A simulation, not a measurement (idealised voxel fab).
Proc. module: voxel transistor to metal
Cross-section cut spans 295 nm and uses square cells 5 nm in size.
When this document writes out a cross-section, it uses a grid of square cells and lists it as bands, beginning at the top and moving down, with a band standing for one or more rows of cells.
The entry gives the band's vertical extent as a top height and a bottom height in nm, then its horizontal make-up as materials from left to right, each with a width in nm. "blank" stands for empty space; a single material marked "throughout" fills the band edge to edge.
It should be noted that heights are counted from 0, beneath which the wafer as supplied is of one material throughout, and that the lowest band possesses no lower boundary but continues downward, as written in "0 nm and below".
Graded width ("30 to 40"): value in top row of band = first number; value in bottom row = second number; row-to-row change constant.
"no alterations made", as given for a step, is the statement that not any cell of the cross-section underwent a change during that step.
For the entry "Closed void listing", the listed items are empty spaces with no open way to the top whose size is 8 cells or more; each item follows the pattern width x height at distance, where distance is from the left edge and all three are in nm.
The remark found on a step's line after its settings is issued by the simulator itself and pertains to that step.
The optional step-line setting "overlay nm" applies to steps with a mask and quantifies how far to the right of its planned location the mask lay, a negative value indicating leftward placement.
Pairs, read this way: before one process step on the one hand, after it on the other, the after cross-section ending at the lowest band that changed; the step between, settings included, beneath. Same starting wafer throughout, but possibly different runs of this module, so no pair continues from the pair above unless its entry headed "Geometry before processing" says so.
Geometry before processing:
    40 nm to 35 nm  blank 55 nm | SiN 5 nm | blank 5 nm | SiCN 20 nm | blank 5 nm | SiN 5 nm | blank 100 nm | SiN 5 nm | blank 5 nm | SiCN 20 nm | blank 5 nm | SiN 5 nm | blank 60 nm
    35 nm to 30 nm  blank 55 nm | SiN 5 nm | SiO2 5 nm | SiCN 20 nm | SiO2 5 nm | SiN 5 nm | blank 100 nm | SiN 5 nm | SiO2 5 nm | SiCN 20 nm | SiO2 5 nm | SiN 5 nm | blank 60 nm
    30 nm to 0 nm  blank 55 nm | SiN 5 nm | SiO2 5 nm | polySi 20 nm | SiO2 5 nm | SiN 5 nm | blank 100 nm | SiN 5 nm | SiO2 5 nm | polySi 20 nm | SiO2 5 nm | SiN 5 nm | blank 60 nm
    0 nm to -5 nm  blank 55 nm | SiO2 40 nm | blank 100 nm | SiO2 40 nm | blank 60 nm
    -5 nm to -15 nm  SiO2 20 nm | blank 35 nm | Si 40 nm | blank 35 nm | SiO2 30 nm | blank 35 nm | Si 40 nm | blank 35 nm | SiO2 25 nm
    -15 nm to -35 nm  SiO2 20 nm | Si 110 nm | SiO2 30 nm | Si 110 nm | SiO2 25 nm
    -35 nm and below  Si throughout
    Closed void listing: none
Resulting Cross-Section:
    40 nm to 35 nm  blank 55 nm | SiN 5 nm | blank 5 nm | SiCN 20 nm | blank 5 nm | SiN 5 nm | blank 100 nm | SiN 5 nm | blank 5 nm | SiCN 20 nm | blank 5 nm | SiN 5 nm | blank 60 nm
    35 nm to 30 nm  blank 55 nm | SiN 5 nm | SiO2 5 nm | SiCN 20 nm | SiO2 5 nm | SiN 5 nm | blank 100 nm | SiN 5 nm | SiO2 5 nm | SiCN 20 nm | SiO2 5 nm | SiN 5 nm | blank 60 nm
    30 nm to 10 nm  blank 55 nm | SiN 5 nm | SiO2 5 nm | polySi 20 nm | SiO2 5 nm | SiN 5 nm | blank 100 nm | SiN 5 nm | SiO2 5 nm | polySi 20 nm | SiO2 5 nm | SiN 5 nm | blank 60 nm
    10 nm to 0 nm  blank 40 nm | SiGe 15 nm | SiN 5 nm | SiO2 5 nm | polySi 20 nm | SiO2 5 nm | SiN 5 nm | SiGe 15 nm | blank 70 nm | SiGe 15 nm | SiN 5 nm | SiO2 5 nm | polySi 20 nm | SiO2 5 nm | SiN 5 nm | SiGe 15 nm | blank 45 nm
    0 nm to -5 nm  blank 15 nm | SiGe 40 nm | SiO2 40 nm | SiGe 40 nm | blank 20 nm | SiGe 40 nm | SiO2 40 nm | SiGe 40 nm | blank 20 nm
    -5 nm to -15 nm  SiO2 20 nm | SiGe 35 nm | Si 40 nm | SiGe 35 nm | SiO2 30 nm | SiGe 35 nm | Si 40 nm | SiGe 35 nm | SiO2 25 nm
    Everything under -15 stays put, no change at all.
    Closed void listing: none
So what happens between those two cross-sections up there? EPI | material SiGe | thk nm 15
Geometry before processing: no separate figure, the pair right above already shows it after its step.
Resulting Cross-Section:
    45 nm to 40 nm  SiO2 throughout
    40 nm to 30 nm  SiO2 55 nm | SiN 5 nm | SiO2 5 nm | SiCN 20 nm | SiO2 5 nm | SiN 5 nm | SiO2 100 nm | SiN 5 nm | SiO2 5 nm | SiCN 20 nm | SiO2 5 nm | SiN 5 nm | SiO2 60 nm
    30 nm to 10 nm  SiO2 55 nm | SiN 5 nm | SiO2 5 nm | polySi 20 nm | SiO2 5 nm | SiN 5 nm | SiO2 100 nm | SiN 5 nm | SiO2 5 nm | polySi 20 nm | SiO2 5 nm | SiN 5 nm | SiO2 60 nm
    10 nm to 0 nm  SiO2 40 nm | SiGe 15 nm | SiN 5 nm | SiO2 5 nm | polySi 20 nm | SiO2 5 nm | SiN 5 nm | SiGe 15 nm | SiO2 70 nm | SiGe 15 nm | SiN 5 nm | SiO2 5 nm | polySi 20 nm | SiO2 5 nm | SiN 5 nm | SiGe 15 nm | SiO2 45 nm
    0 nm to -5 nm  SiO2 15 nm | SiGe 40 nm | SiO2 40 nm | SiGe 40 nm | SiO2 20 nm | SiGe 40 nm | SiO2 40 nm | SiGe 40 nm | SiO2 20 nm
    Everything under -5 stays put, no change at all.
    Closed void listing: none
So what happens between those two cross-sections up there? FILL_DEP | material SiO2 | thk nm 5
Geometry before processing: no separate figure, the pair right above already shows it after its step.
Resulting Cross-Section:
    35 nm to 30 nm  SiO2 55 nm | SiN 5 nm | SiO2 5 nm | SiCN 20 nm | SiO2 5 nm | SiN 5 nm | SiO2 100 nm | SiN 5 nm | SiO2 5 nm | SiCN 20 nm | SiO2 5 nm | SiN 5 nm | SiO2 60 nm
    Everything under 30 stays put, no change at all.
    Closed void listing: none
So what happens between those two cross-sections up there? CMP | height nm 35
Geometry before processing: no separate figure, the pair right above already shows it after its step.
Resulting Cross-Section:
    45 nm to 35 nm  SiO2 throughout
    Everything under 35 stays put, no change at all.
    Closed void listing: none
So what happens between those two cross-sections up there? DIRECTIONAL_DEP | material SiO2 | thk nm 10
Geometry before processing: no separate figure, the pair right above already shows it after its step.
Resulting Cross-Section:
    60 nm to 45 nm  resist 25 nm | blank 35 nm | resist 30 nm | blank 35 nm | resist 40 nm | blank 35 nm | resist 30 nm | blank 35 nm | resist 30 nm
    Everything under 45 stays put, no change at all.
    Closed void listing: none
So what happens between those two cross-sections up there? PATTERN | tone open | mask id CONTACT | material resist | width nm 35 | thk nm 15 | overlay nm 0
Geometry before processing: no separate figure, the pair right above already shows it after its step.
Resulting Cross-Section:
    60 nm to 45 nm  resist 25 nm | blank 35 nm | resist 30 nm | blank 35 nm | resist 40 nm | blank 35 nm | resist 30 nm | blank 35 nm | resist 30 nm
    45 nm to 35 nm  SiO2 25 nm | blank 35 nm | SiO2 30 nm | blank 35 nm | SiO2 40 nm | blank 35 nm | SiO2 30 nm | blank 35 nm | SiO2 30 nm
    35 nm to 30 nm  SiO2 25 nm | blank 30 nm | SiN 5 nm | SiO2 5 nm | SiCN 20 nm | SiO2 5 nm | SiN 5 nm | blank 30 nm | SiO2 40 nm | blank 30 nm | SiN 5 nm | SiO2 5 nm | SiCN 20 nm | SiO2 5 nm | SiN 5 nm | blank 30 nm | SiO2 30 nm
    30 nm to 10 nm  SiO2 25 nm | blank 30 nm | SiN 5 nm | SiO2 5 nm | polySi 20 nm | SiO2 5 nm | SiN 5 nm | blank 30 nm | SiO2 40 nm | blank 30 nm | SiN 5 nm | SiO2 5 nm | polySi 20 nm | SiO2 5 nm | SiN 5 nm | blank 30 nm | SiO2 30 nm
    10 nm to 5 nm  SiO2 25 nm | blank 15 nm | SiGe 15 nm | SiN 5 nm | SiO2 5 nm | polySi 20 nm | SiO2 5 nm | SiN 5 nm | SiGe 15 nm | blank 15 nm | SiO2 40 nm | blank 15 nm | SiGe 15 nm | SiN 5 nm | SiO2 5 nm | polySi 20 nm | SiO2 5 nm | SiN 5 nm | SiGe 15 nm | blank 15 nm | SiO2 30 nm
    Everything under 5 stays put, no change at all.
    Closed void listing: none
So what happens between those two cross-sections up there? DIRECTIONAL_ETCH | etch materials SiO2 | depth nm 40
Geometry before processing: no separate figure, the pair right above already shows it after its step.
Resulting Cross-Section:
    45 nm to 35 nm  SiO2 25 nm | blank 35 nm | SiO2 30 nm | blank 35 nm | SiO2 40 nm | blank 35 nm | SiO2 30 nm | blank 35 nm | SiO2 30 nm
    Everything under 35 stays put, no change at all.
    Closed void listing: none
So what happens between those two cross-sections up there? STRIP | etch materials resist
Geometry before processing: no separate figure, the pair right above already shows it after its step.
Resulting Cross-Section:
    50 nm to 45 nm  TiN 30 nm | blank 25 nm | TiN 40 nm | blank 25 nm | TiN 50 nm | blank 25 nm | TiN 40 nm | blank 25 nm | TiN 35 nm
    45 nm to 35 nm  SiO2 25 nm | TiN 5 nm | blank 25 to 20 nm | TiN 5 to 10 nm | SiO2 30 nm | TiN 5 to 10 nm | blank 25 to 20 nm | TiN 5 nm | SiO2 40 nm | TiN 5 nm | blank 25 to 20 nm | TiN 5 to 10 nm | SiO2 30 nm | TiN 5 to 10 nm | blank 25 to 20 nm | TiN 5 nm | SiO2 30 nm
    35 nm to 30 nm  SiO2 25 nm | TiN 5 nm | blank 20 nm | TiN 5 nm | SiN 5 nm | SiO2 5 nm | SiCN 20 nm | SiO2 5 nm | SiN 5 nm | TiN 5 nm | blank 20 nm | TiN 5 nm | SiO2 40 nm | TiN 5 nm | blank 20 nm | TiN 5 nm | SiN 5 nm | SiO2 5 nm | SiCN 20 nm | SiO2 5 nm | SiN 5 nm | TiN 5 nm | blank 20 nm | TiN 5 nm | SiO2 30 nm
    30 nm to 15 nm  SiO2 25 nm | TiN 5 nm | blank 20 nm | TiN 5 nm | SiN 5 nm | SiO2 5 nm | polySi 20 nm | SiO2 5 nm | SiN 5 nm | TiN 5 nm | blank 20 nm | TiN 5 nm | SiO2 40 nm | TiN 5 nm | blank 20 nm | TiN 5 nm | SiN 5 nm | SiO2 5 nm | polySi 20 nm | SiO2 5 nm | SiN 5 nm | TiN 5 nm | blank 20 nm | TiN 5 nm | SiO2 30 nm
    15 nm to 10 nm  SiO2 25 nm | TiN 5 nm | blank 5 nm | TiN 20 nm | SiN 5 nm | SiO2 5 nm | polySi 20 nm | SiO2 5 nm | SiN 5 nm | TiN 20 nm | blank 5 nm | TiN 5 nm | SiO2 40 nm | TiN 5 nm | blank 5 nm | TiN 20 nm | SiN 5 nm | SiO2 5 nm | polySi 20 nm | SiO2 5 nm | SiN 5 nm | TiN 20 nm | blank 5 nm | TiN 5 nm | SiO2 30 nm
    10 nm to 5 nm  SiO2 25 nm | TiN 15 nm | SiGe 15 nm | SiN 5 nm | SiO2 5 nm | polySi 20 nm | SiO2 5 nm | SiN 5 nm | SiGe 15 nm | TiN 15 nm | SiO2 40 nm | TiN 15 nm | SiGe 15 nm | SiN 5 nm | SiO2 5 nm | polySi 20 nm | SiO2 5 nm | SiN 5 nm | SiGe 15 nm | TiN 15 nm | SiO2 30 nm
    Everything under 5 stays put, no change at all.
    Closed void listing: none
So what happens between those two cross-sections up there? CONFORMAL_DEP | material TiN | thk nm 5
Geometry before processing: no separate figure, the pair right above already shows it after its step.
Resulting Cross-Section:
    55 nm to 50 nm  Ru throughout
    50 nm to 45 nm  TiN 30 nm | Ru 25 nm | TiN 40 nm | Ru 25 nm | TiN 50 nm | Ru 25 nm | TiN 40 nm | Ru 25 nm | TiN 35 nm
    45 nm to 35 nm  SiO2 25 nm | TiN 5 nm | Ru 25 to 20 nm | TiN 5 to 10 nm | SiO2 30 nm | TiN 5 to 10 nm | Ru 25 to 20 nm | TiN 5 nm | SiO2 40 nm | TiN 5 nm | Ru 25 to 20 nm | TiN 5 to 10 nm | SiO2 30 nm | TiN 5 to 10 nm | Ru 25 to 20 nm | TiN 5 nm | SiO2 30 nm
    35 nm to 30 nm  SiO2 25 nm | TiN 5 nm | Ru 20 nm | TiN 5 nm | SiN 5 nm | SiO2 5 nm | SiCN 20 nm | SiO2 5 nm | SiN 5 nm | TiN 5 nm | Ru 20 nm | TiN 5 nm | SiO2 40 nm | TiN 5 nm | Ru 20 nm | TiN 5 nm | SiN 5 nm | SiO2 5 nm | SiCN 20 nm | SiO2 5 nm | SiN 5 nm | TiN 5 nm | Ru 20 nm | TiN 5 nm | SiO2 30 nm
    30 nm to 15 nm  SiO2 25 nm | TiN 5 nm | Ru 20 nm | TiN 5 nm | SiN 5 nm | SiO2 5 nm | polySi 20 nm | SiO2 5 nm | SiN 5 nm | TiN 5 nm | Ru 20 nm | TiN 5 nm | SiO2 40 nm | TiN 5 nm | Ru 20 nm | TiN 5 nm | SiN 5 nm | SiO2 5 nm | polySi 20 nm | SiO2 5 nm | SiN 5 nm | TiN 5 nm | Ru 20 nm | TiN 5 nm | SiO2 30 nm
    15 nm to 10 nm  SiO2 25 nm | TiN 5 nm | Ru 5 nm | TiN 20 nm | SiN 5 nm | SiO2 5 nm | polySi 20 nm | SiO2 5 nm | SiN 5 nm | TiN 20 nm | Ru 5 nm | TiN 5 nm | SiO2 40 nm | TiN 5 nm | Ru 5 nm | TiN 20 nm | SiN 5 nm | SiO2 5 nm | polySi 20 nm | SiO2 5 nm | SiN 5 nm | TiN 20 nm | Ru 5 nm | TiN 5 nm | SiO2 30 nm
    Everything under 10 stays put, no change at all.
    Closed void listing: none
So what happens between those two cross-sections up there? FILL_DEP | material Ru | thk nm 5
Geometry before processing: no separate figure, the pair right above already shows it after its step.
Resulting Cross-Section:
    45 nm to 35 nm  SiO2 25 nm | TiN 5 nm | Ru 25 to 20 nm | TiN 5 to 10 nm | SiO2 30 nm | TiN 5 to 10 nm | Ru 25 to 20 nm | TiN 5 nm | SiO2 40 nm | TiN 5 nm | Ru 25 to 20 nm | TiN 5 to 10 nm | SiO2 30 nm | TiN 5 to 10 nm | Ru 25 to 20 nm | TiN 5 nm | SiO2 30 nm
    Everything under 35 stays put, no change at all.
    Closed void listing: none
So what happens between those two cross-sections up there? CMP | height nm 45
Geometry before processing: no separate figure, the pair right above already shows it after its step.
Resulting Cross-Section:
    50 nm to 45 nm  TiN throughout
    Everything under 45 stays put, no change at all.
    Closed void listing: none
So what happens between those two cross-sections up there? DIRECTIONAL_DEP | material TiN | thk nm 5
Geometry before processing: no separate figure, the pair right above already shows it after its step.
Resulting Cross-Section:
    70 nm to 50 nm  W throughout
    Everything under 50 stays put, no change at all.
    Closed void listing: none
So what happens between those two cross-sections up there? DIRECTIONAL_DEP | material W | thk nm 20
Geometry before processing: no separate figure, the pair right above already shows it after its step.
Resulting Cross-Section:
    80 nm to 70 nm  aC throughout
    Everything under 70 stays put, no change at all.
    Closed void listing: none
So what happens between those two cross-sections up there? DIRECTIONAL_DEP | material aC | thk nm 10
Geometry before processing: no separate figure, the pair right above already shows it after its step.
Resulting Cross-Section:
    105 nm to 80 nm  blank 25 nm | resist 20 nm | blank 60 nm | resist 20 nm | blank 40 nm | resist 20 nm | blank 60 nm | resist 20 nm | blank 30 nm
    Everything under 80 stays put, no change at all.
    Closed void listing: none
So what happens between those two cross-sections up there? PATTERN | tone cover | mask id METAL_1 | material resist | width nm 20 | thk nm 25 | overlay nm 0
Geometry before processing: no separate figure, the pair right above already shows it after its step.
Resulting Cross-Section:
    95 nm to 80 nm  blank 25 nm | resist 20 nm | blank 60 nm | resist 20 nm | blank 40 nm | resist 20 nm | blank 60 nm | resist 20 nm | blank 30 nm
    80 nm to 70 nm  blank 25 nm | aC 20 nm | blank 60 nm | aC 20 nm | blank 40 nm | aC 20 nm | blank 60 nm | aC 20 nm | blank 30 nm
    Everything under 70 stays put, no change at all.
    Closed void listing: none
So what happens between those two cross-sections up there? DIRECTIONAL_ETCH | etch materials aC | depth nm 10
Geometry before processing: no separate figure, the pair right above already shows it after its step.
Resulting Cross-Section:
    80 nm to 70 nm  blank 25 nm | aC 20 nm | blank 60 nm | aC 20 nm | blank 40 nm | aC 20 nm | blank 60 nm | aC 20 nm | blank 30 nm
    Everything under 70 stays put, no change at all.
    Closed void listing: none
So what happens between those two cross-sections up there? STRIP | etch materials resist
Geometry before processing: no separate figure, the pair right above already shows it after its step.
Resulting Cross-Section:
    80 nm to 70 nm  blank 25 nm | aC 20 nm | blank 60 nm | aC 20 nm | blank 40 nm | aC 20 nm | blank 60 nm | aC 20 nm | blank 30 nm
    70 nm to 50 nm  blank 25 nm | W 20 nm | blank 60 nm | W 20 nm | blank 40 nm | W 20 nm | blank 60 nm | W 20 nm | blank 30 nm
    Everything under 50 stays put, no change at all.
    Closed void listing: none
So what happens between those two cross-sections up there? DIRECTIONAL_ETCH | etch materials W | depth nm 20
Geometry before processing: no separate figure, the pair right above already shows it after its step.
Resulting Cross-Section:
    80 nm to 70 nm  blank 25 nm | aC 20 nm | blank 60 nm | aC 20 nm | blank 40 nm | aC 20 nm | blank 60 nm | aC 20 nm | blank 30 nm
    70 nm to 50 nm  blank 25 nm | W 20 nm | blank 60 nm | W 20 nm | blank 40 nm | W 20 nm | blank 60 nm | W 20 nm | blank 30 nm
    50 nm to 45 nm  blank 25 nm | TiN 20 nm | blank 60 nm | TiN 20 nm | blank 40 nm | TiN 20 nm | blank 60 nm | TiN 20 nm | blank 30 nm
    Everything under 45 stays put, no change at all.
    Closed void listing: none
So what happens between those two cross-sections up there? DIRECTIONAL_ETCH | etch materials TiN | depth nm 5
Geometry before processing: no separate figure, the pair right above already shows it after its step.
Resulting Cross-Section:
    70 nm to 50 nm  blank 25 nm | W 20 nm | blank 60 nm | W 20 nm | blank 40 nm | W 20 nm | blank 60 nm | W 20 nm | blank 30 nm
    Everything under 50 stays put, no change at all.
    Closed void listing: none
So what happens between those two cross-sections up there? STRIP | etch materials aC
Geometry before processing: no separate figure, the pair right above already shows it after its step.
Resulting Cross-Section:
    75 nm to 70 nm  blank 20 nm | SiN 30 nm | blank 50 nm | SiN 30 nm | blank 30 nm | SiN 30 nm | blank 50 nm | SiN 30 nm | blank 25 nm
    70 nm to 50 nm  blank 20 nm | SiN 5 nm | W 20 nm | SiN 5 nm | blank 50 nm | SiN 5 nm | W 20 nm | SiN 5 nm | blank 30 nm | SiN 5 nm | W 20 nm | SiN 5 nm | blank 50 nm | SiN 5 nm | W 20 nm | SiN 5 nm | blank 25 nm
    50 nm to 45 nm  SiN 25 nm | TiN 20 nm | SiN 60 nm | TiN 20 nm | SiN 40 nm | TiN 20 nm | SiN 60 nm | TiN 20 nm | SiN 30 nm
    Everything under 45 stays put, no change at all.
    Closed void listing: none
So what happens between those two cross-sections up there? CONFORMAL_DEP | material SiN | thk nm 5
Geometry before processing: no separate figure, the pair right above already shows it after its step.
Resulting Cross-Section:
    85 nm to 75 nm  SiO2 throughout
    75 nm to 70 nm  SiO2 20 nm | SiN 30 nm | SiO2 50 nm | SiN 30 nm | SiO2 30 nm | SiN 30 nm | SiO2 50 nm | SiN 30 nm | SiO2 25 nm
    70 nm to 50 nm  SiO2 20 nm | SiN 5 nm | W 20 nm | SiN 5 nm | SiO2 50 nm | SiN 5 nm | W 20 nm | SiN 5 nm | SiO2 30 nm | SiN 5 nm | W 20 nm | SiN 5 nm | SiO2 50 nm | SiN 5 nm | W 20 nm | SiN 5 nm | SiO2 25 nm
    Everything under 50 stays put, no change at all.
    Closed void listing: none
So what happens between those two cross-sections up there? FILL_DEP | material SiO2 | thk nm 10
Geometry before processing: no separate figure, the pair right above already shows it after its step.
Resulting Cross-Section:
    70 nm to 50 nm  SiO2 20 nm | SiN 5 nm | W 20 nm | SiN 5 nm | SiO2 50 nm | SiN 5 nm | W 20 nm | SiN 5 nm | SiO2 30 nm | SiN 5 nm | W 20 nm | SiN 5 nm | SiO2 50 nm | SiN 5 nm | W 20 nm | SiN 5 nm | SiO2 25 nm
    Everything under 50 stays put, no change at all.
    Closed void listing: none
So what happens between those two cross-sections up there? CMP | height nm 70
Geometry before processing: no separate figure, the pair right above already shows it after its step.
Resulting Cross-Section:
    75 nm to 70 nm  SiCN throughout
    Everything under 70 stays put, no change at all.
    Closed void listing: none
So what happens between those two cross-sections up there? CONFORMAL_DEP | material SiCN | thk nm 5
Geometry before processing:
    85 nm to 75 nm  SiO2 throughout
    75 nm to 70 nm  SiO2 20 nm | SiN 30 nm | SiO2 50 nm | SiN 30 nm | SiO2 30 nm | SiN 30 nm | SiO2 50 nm | SiN 30 nm | SiO2 25 nm
    70 nm to 50 nm  SiO2 20 nm | SiN 5 nm | W 20 nm | SiN 5 nm | SiO2 50 nm | SiN 5 nm | W 20 nm | SiN 5 nm | SiO2 30 nm | SiN 5 nm | W 20 nm | SiN 5 nm | SiO2 50 nm | SiN 5 nm | W 20 nm | SiN 5 nm | SiO2 25 nm
    50 nm to 45 nm  SiN 25 nm | TiN 20 nm | SiN 60 nm | TiN 20 nm | SiN 40 nm | TiN 20 nm | SiN 60 nm | TiN 20 nm | SiN 30 nm
    45 nm to 35 nm  SiO2 25 nm | TiN 5 nm | Ru 25 to 20 nm | TiN 5 to 10 nm | SiO2 30 nm | TiN 5 to 10 nm | Ru 25 to 20 nm | TiN 5 nm | SiO2 40 nm | TiN 5 nm | Ru 25 to 20 nm | TiN 5 to 10 nm | SiO2 30 nm | TiN 5 to 10 nm | Ru 25 to 20 nm | TiN 5 nm | SiO2 30 nm
    35 nm to 25 nm  SiO2 25 nm | TiN 5 nm | Ru 20 nm | TiN 5 nm | SiN 5 nm | SiO2 5 nm | SiCN 20 nm | SiO2 5 nm | SiN 5 nm | TiN 5 nm | Ru 20 nm | TiN 5 nm | SiO2 40 nm | TiN 5 nm | Ru 20 nm | TiN 5 nm | SiN 5 nm | SiO2 5 nm | SiCN 20 nm | SiO2 5 nm | SiN 5 nm | TiN 5 nm | Ru 20 nm | TiN 5 nm | SiO2 30 nm
    25 nm to 10 nm  SiO2 25 nm | TiN 5 nm | Ru 20 nm | TiN 5 nm | SiN 5 nm | SiO2 5 nm | polySi 20 nm | SiO2 5 nm | SiN 5 nm | TiN 5 nm | Ru 20 nm | TiN 5 nm | SiO2 40 nm | TiN 5 nm | Ru 20 nm | TiN 5 nm | SiN 5 nm | SiO2 5 nm | polySi 20 nm | SiO2 5 nm | SiN 5 nm | TiN 5 nm | Ru 20 nm | TiN 5 nm | SiO2 30 nm
    10 nm to 5 nm  SiO2 25 nm | TiN 30 nm | SiN 5 nm | SiO2 5 nm | polySi 20 nm | SiO2 5 nm | SiN 5 nm | TiN 30 nm | SiO2 40 nm | TiN 30 nm | SiN 5 nm | SiO2 5 nm | polySi 20 nm | SiO2 5 nm | SiN 5 nm | TiN 30 nm | SiO2 30 nm
    5 nm to 0 nm  SiO2 20 nm | SiGe 35 nm | SiN 5 nm | SiO2 5 nm | polySi 20 nm | SiO2 5 nm | SiN 5 nm | SiGe 35 nm | SiO2 30 nm | SiGe 35 nm | SiN 5 nm | SiO2 5 nm | polySi 20 nm | SiO2 5 nm | SiN 5 nm | SiGe 35 nm | SiO2 25 nm
    0 nm to -5 nm  SiO2 20 nm | SiN 5 nm | SiGe 30 nm | SiN 5 nm | SiO2 5 nm | polySi 20 nm | SiO2 5 nm | SiN 5 nm | SiGe 30 nm | SiN 5 nm | SiO2 30 nm | SiN 5 nm | SiGe 30 nm | SiN 5 nm | SiO2 5 nm | polySi 20 nm | SiO2 5 nm | SiN 5 nm | SiGe 30 nm | SiN 5 nm | SiO2 25 nm
    -5 nm to -10 nm  SiO2 25 nm | SiGe 30 nm | SiO2 40 nm | SiGe 30 nm | SiO2 40 nm | SiGe 30 nm | SiO2 40 nm | SiGe 30 nm | SiO2 30 nm
    -10 nm to -20 nm  SiO2 20 nm | Si 5 nm | SiGe 30 nm | Si 40 nm | SiGe 30 nm | Si 5 nm | SiO2 30 nm | Si 5 nm | SiGe 30 nm | Si 40 nm | SiGe 30 nm | Si 5 nm | SiO2 25 nm
    -20 nm to -35 nm  SiO2 20 nm | Si 110 nm | SiO2 30 nm | Si 110 nm | SiO2 25 nm
    -35 nm and below  Si throughout
    Closed void listing: none
Resulting Cross-Section:
    80 nm to 75 nm  SiO2 throughout
    Everything under 75 stays put, no change at all.
    Closed void listing: none
So what happens between those two cross-sections up there? CMP | height nm 80
Geometry before processing: no separate figure, the pair right above already shows it after its step.
Resulting Cross-Section:
    85 nm to 80 nm  SiCN throughout
    Everything under 80 stays put, no change at all.
    Closed void listing: none
So what happens between those two cross-sections up there? CONFORMAL_DEP | material SiCN | thk nm 5
Geometry before processing:
    25 nm to 10 nm  aC throughout
    10 nm to 0 nm  SiN throughout
    0 nm to -5 nm  SiO2 throughout
    -5 nm and below  Si throughout
    Closed void listing: none
Resulting Cross-Section:
    55 nm to 25 nm  blank 25 nm | resist 105 nm | blank 35 nm | resist 105 nm | blank 25 nm
    Everything under 25 stays put, no change at all.
    Closed void listing: none
So what happens between those two cross-sections up there? PATTERN | tone cover | mask id ACTIVE | material resist | width nm 105 | pitch nm 140 | thk nm 30 | overlay nm 0
Geometry before processing: no separate figure, the pair right above already shows it after its step.
Resulting Cross-Section:
    40 nm to 25 nm  blank 25 nm | resist 105 nm | blank 35 nm | resist 105 nm | blank 25 nm
    25 nm to 10 nm  blank 25 nm | aC 105 nm | blank 35 nm | aC 105 nm | blank 25 nm
    Everything under 10 stays put, no change at all.
    Closed void listing: none
So what happens between those two cross-sections up there? DIRECTIONAL_ETCH | etch materials aC | depth nm 15
Geometry before processing: no separate figure, the pair right above already shows it after its step.
Resulting Cross-Section:
    25 nm to 10 nm  blank 25 nm | aC 105 nm | blank 35 nm | aC 105 nm | blank 25 nm
    Everything under 10 stays put, no change at all.
    Closed void listing: none
So what happens between those two cross-sections up there? STRIP | etch materials resist
Geometry before processing: no separate figure, the pair right above already shows it after its step.
Resulting Cross-Section:
    25 nm to 10 nm  blank 25 nm | aC 105 nm | blank 35 nm | aC 105 nm | blank 25 nm
    10 nm to 0 nm  blank 25 nm | SiN 105 nm | blank 35 nm | SiN 105 nm | blank 25 nm
    Everything under 0 stays put, no change at all.
    Closed void listing: none
So what happens between those two cross-sections up there? DIRECTIONAL_ETCH | etch materials SiN | depth nm 10
Geometry before processing: no separate figure, the pair right above already shows it after its step.
Resulting Cross-Section:
    25 nm to 10 nm  blank 25 nm | aC 105 nm | blank 35 nm | aC 105 nm | blank 25 nm
    10 nm to 0 nm  blank 25 nm | SiN 105 nm | blank 35 nm | SiN 105 nm | blank 25 nm
    0 nm to -5 nm  blank 25 nm | SiO2 105 nm | blank 35 nm | SiO2 105 nm | blank 25 nm
    Everything under -5 stays put, no change at all.
    Closed void listing: none
So what happens between those two cross-sections up there? DIRECTIONAL_ETCH | etch materials SiO2 | depth nm 5
Geometry before processing: no separate figure, the pair right above already shows it after its step.
Resulting Cross-Section:
    25 nm to 10 nm  blank 25 nm | aC 105 nm | blank 35 nm | aC 105 nm | blank 25 nm
    10 nm to 0 nm  blank 25 nm | SiN 105 nm | blank 35 nm | SiN 105 nm | blank 25 nm
    0 nm to -5 nm  blank 25 nm | SiO2 105 nm | blank 35 nm | SiO2 105 nm | blank 25 nm
    -5 nm to -35 nm  blank 25 nm | Si 105 nm | blank 35 nm | Si 105 nm | blank 25 nm
    Everything under -35 stays put, no change at all.
    Closed void listing: none
So what happens between those two cross-sections up there? DIRECTIONAL_ETCH | etch materials Si | depth nm 30
Geometry before processing: no separate figure, the pair right above already shows it after its step.
Resulting Cross-Section:
    10 nm to 0 nm  blank 25 nm | SiN 105 nm | blank 35 nm | SiN 105 nm | blank 25 nm
    Everything under 0 stays put, no change at all.
    Closed void listing: none
So what happens between those two cross-sections up there? STRIP | etch materials aC
Geometry before processing: no separate figure, the pair right above already shows it after its step.
Resulting Cross-Section:
    15 nm to 10 nm  SiO2 throughout
    10 nm to 0 nm  SiO2 25 nm | SiN 105 nm | SiO2 35 nm | SiN 105 nm | SiO2 25 nm
    0 nm to -5 nm  SiO2 throughout
    -5 nm to -35 nm  SiO2 25 nm | Si 105 nm | SiO2 35 nm | Si 105 nm | SiO2 25 nm
    Everything under -35 stays put, no change at all.
    Closed void listing: none
So what happens between those two cross-sections up there? FILL_DEP | material SiO2 | thk nm 5
Geometry before processing: no separate figure, the pair right above already shows it after its step.
Resulting Cross-Section:
    10 nm to 0 nm  SiO2 25 nm | SiN 105 nm | SiO2 35 nm | SiN 105 nm | SiO2 25 nm
    Everything under 0 stays put, no change at all.
    Closed void listing: none
So what happens between those two cross-sections up there? CMP | height nm 10
Geometry before processing: no separate figure, the pair right above already shows it after its step.
Resulting Cross-Section:
    10 nm to 5 nm  blank 25 nm | SiN 105 nm | blank 35 nm | SiN 105 nm | blank 25 nm
    Everything under 5 stays put, no change at all.
    Closed void listing: none
So what happens between those two cross-sections up there? SELECTIVE_ETCH | etch materials SiO2 | depth nm 5
Geometry before processing: no separate figure, the pair right above already shows it after its step.
Resulting Cross-Section:
    5 nm to 0 nm  SiO2 25 nm | blank 105 nm | SiO2 35 nm | blank 105 nm | SiO2 25 nm
    Everything under 0 stays put, no change at all.
    Closed void listing: none
So what happens between those two cross-sections up there? STRIP | etch materials SiN
Geometry before processing: no separate figure, the pair right above already shows it after its step.
Resulting Cross-Section:
    0 nm to -5 nm  SiO2 20 nm | blank 115 nm | SiO2 25 nm | blank 115 nm | SiO2 20 nm
    Everything under -5 stays put, no change at all.
    Closed void listing: none
So what happens between those two cross-sections up there? SELECTIVE_ETCH | etch materials SiO2 | depth nm 5
Geometry before processing: no separate figure, the pair right above already shows it after its step.
Resulting Cross-Section:
    0 nm to -5 nm  SiO2 20 nm | blank 115 nm | SiO2 25 nm | blank 115 nm | SiO2 20 nm
    -5 nm to -10 nm  SiO2 throughout
    Everything under -10 stays put, no change at all.
    Closed void listing: none
So what happens between those two cross-sections up there? OXIDIZE | depth nm 5
Geometry before processing: no separate figure, the pair right above already shows it after its step.
Resulting Cross-Section:
    30 nm to 25 nm  polySi 20 nm | blank 115 nm | polySi 25 nm | blank 115 nm | polySi 20 nm
    25 nm to 0 nm  polySi throughout
    0 nm to -5 nm  SiO2 20 nm | polySi 115 nm | SiO2 25 nm | polySi 115 nm | SiO2 20 nm
    Everything under -5 stays put, no change at all.
    Closed void listing: none
So what happens between those two cross-sections up there? DIRECTIONAL_DEP | material polySi | thk nm 30
